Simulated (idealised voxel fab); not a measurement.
process module | voxel ribs on slabs
cross-section cut | 260 nm wide | cells 5 nm
A cross-section is a grid of square cells, given in bands from the top down. A band is one or more rows of cells.
Each band's line starts with the height of the band's top and of its bottom, in nm. Then come its materials from left to right, each with its width in nm. One material with "throughout" fills the band from edge to edge. "air" is empty space.
Height 0 is the level under which the wafer as received is all one material. The lowest band goes on downwards, as in "0 down".
A width such as "30 to 40" changes by the same amount from each row of cells to the next, from the band's top row to its bottom row.
"no change" after a step means that no cell of the cross-section changed.
closed voids: empty space of 8 cells or more with no open way to the top, each as width x height at its distance from the left edge, in nm
after a step's settings: what the simulator itself notes on the step
overlay nm, on a step with a mask: how far to the right of its planned place the mask lay; to the left if negative
plan
1 op RECEIVE | material Si
2 op DIRECTIONAL_DEP | material SiO2 | thk nm 30
3 op DIRECTIONAL_DEP | material SiN | thk nm 15
4 op PATTERN | tone cover | mask id RIB | material resist | width nm 20 | thk nm 15 | overlay nm 0
5 op DIRECTIONAL_ETCH | etch materials SiN | depth nm 10
6 op STRIP | etch materials resist
7 op PATTERN | tone cover | mask id SLAB | material resist | width nm 40 | thk nm 20 | overlay nm 0
8 op DIRECTIONAL_ETCH | etch materials SiN | depth nm 5
9 op STRIP | etch materials resist
10 op FILL_DEP | material SiO2 | thk nm 20
11 op CMP | height nm 60
12 op DIRECTIONAL_DEP | material W | thk nm 5
13 op PATTERN | tone cover | mask id HEATER | material resist | width nm 30 | thk nm 20 | overlay nm 0
14 op DIRECTIONAL_ETCH | etch materials W | depth nm 5
15 op STRIP | etch materials resist
16 op CONFORMAL_DEP | material SiN | thk nm 10
varied across the wafers: width nm of step 7. The plan shows the first wafer's value. All wafers start alike
first wafer as received, after step 1
  0 down: Si throughout
  closed voids: none
first wafer at the end, after step 16
  75 to 70: air 105 | SiN 50 | air 105
  70 to 65: SiN throughout
  65 to 60: SiN 115 | W 30 | SiN 115
  60 to 45: SiO2 throughout
  45 to 35: SiO2 120 | SiN 20 | SiO2 120
  35 to 30: SiO2 110 | SiN 40 | SiO2 110
  30 to 0: SiO2 throughout
  0 down: Si throughout
  closed voids: none
last wafer at the end
  75 to 70: air 105 | SiN 50 | air 105
  70 to 65: SiN throughout
  65 to 60: SiN 115 | W 30 | SiN 115
  60 to 45: SiO2 throughout
  45 to 35: SiO2 120 | SiN 20 | SiO2 120
  35 to 30: SiO2 100 | SiN 65 | SiO2 95
  30 to 0: SiO2 throughout
  0 down: Si throughout
  closed voids: none
each wafer at the end: cells of each material gained (+) or lost (-) since it was received, then its closed voids
width nm 40 | +124 SiN | +608 SiO2 | +6 W | closed voids: none
width nm 45 | +125 SiN | +607 SiO2 | +6 W | closed voids: none
width nm 50 | +126 SiN | +606 SiO2 | +6 W | closed voids: none
width nm 55 | +127 SiN | +605 SiO2 | +6 W | closed voids: none
width nm 60 | +128 SiN | +604 SiO2 | +6 W | closed voids: none
width nm 65 | +129 SiN | +603 SiO2 | +6 W | closed voids: none
